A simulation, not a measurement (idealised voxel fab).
Name of the process module below: voxel air gaps
Cross-section cut: width 230 nm, square cells of 5 nm.
A cross-section in this document is a grid of square cells, and it is written down as bands, the top band listed before the ones below it; a band is made up of one or more rows of cells. This entry defines a band. It first specifies the height of the band's top and the height of its bottom in nm, and then specifies the band's materials from left to right, stating each material with its width in nm. The word "full width" identifies a single material that fills the band from edge to edge, while the word "empty" identifies empty space. Height datum 0, below which the as-received substrate wafer is one material. Lowest band open at the bottom, running downward: "0 and below". Top row gets the first number, bottom row gets the second, and each row in between changes by the same step: that is how a band width like "30..40" works. What does "no modifications" mean for a step? It means no cell of the cross-section changed in that step. The entry "Fully sealed voids" lists the empty spaces that cover at least 8 cells and have no open path to the top. Each is written as width x height at distance, where the distance is measured from the left edge and all three values are in nm. Where a step's line continues beyond its settings, the continuation is a remark by the simulator itself on that step. overlay nm, on a step with a mask: how far to the right of its planned place the mask lay; to the left if negative.

Listed below are the process steps as planned:
1. RECEIVE (material Si)
2. CONFORMAL_DEP (material SiO2; thk nm 10)
3. CONFORMAL_DEP (material SiCN; thk nm 5)
4. DIRECTIONAL_DEP (material SiO2; thk nm 35)
5. PATTERN (tone open; mask id LINES; material resist; width nm 15; pitch nm 40; thk nm 20; overlay nm 0)
6. DIRECTIONAL_ETCH (etch materials SiO2; depth nm 35)
7. STRIP (etch materials resist)
8. CONFORMAL_DEP (material TiN; thk nm 5)
9. FILL_DEP (material W; thk nm 5)
10. CMP (height nm 50)
11. EPI (material Ru; thk nm 10)
12. SELECTIVE_ETCH (etch materials SiO2; depth nm 45)
13. CONFORMAL_DEP (material SiCN; thk nm 5)

Cross-sectional view of the wafer in its as-received condition, corresponding to the state after step 1:
  0 and below | Si full width
  Fully sealed voids: none

End-of-module cross-section. Starting structure and process plan as above; one mistake made in running it:
  55 down to 50 | empty 50, then SiCN 125, then empty 55
  50 down to 40 | empty 50, then SiCN 5, then Ru 35, then SiCN 5, then Ru 35, then SiCN 5, then Ru 35, then SiCN 5, then empty 55
  40 down to 35 | empty 50, then SiCN 15, then TiN 5, then W 5, then TiN 5, then SiCN 25, then TiN 5, then W 5, then TiN 5, then SiCN 25, then TiN 5, then W 5, then TiN 5, then SiCN 15, then empty 55
  35 down to 20 | empty 60, then SiCN 5, then TiN 5, then W 5, then TiN 5, then SiCN 5, then empty 15, then SiCN 5, then TiN 5, then W 5, then TiN 5, then SiCN 5, then empty 15, then SiCN 5, then TiN 5, then W 5, then TiN 5, then SiCN 5, then empty 65
  20 down to 15 | SiCN 65, then TiN 15, then SiCN 25, then TiN 15, then SiCN 25, then TiN 15, then SiCN 70
  15 down to 10 | SiCN full width
  10 down to 0 | SiO2 full width
  0 and below | Si full width
  Fully sealed voids: 15 x 15 at 85; 15 x 15 at 125
What broke from the plan during processing? so step 10 ended up running with a different setting than we planned, it ran as CMP (height nm 40)
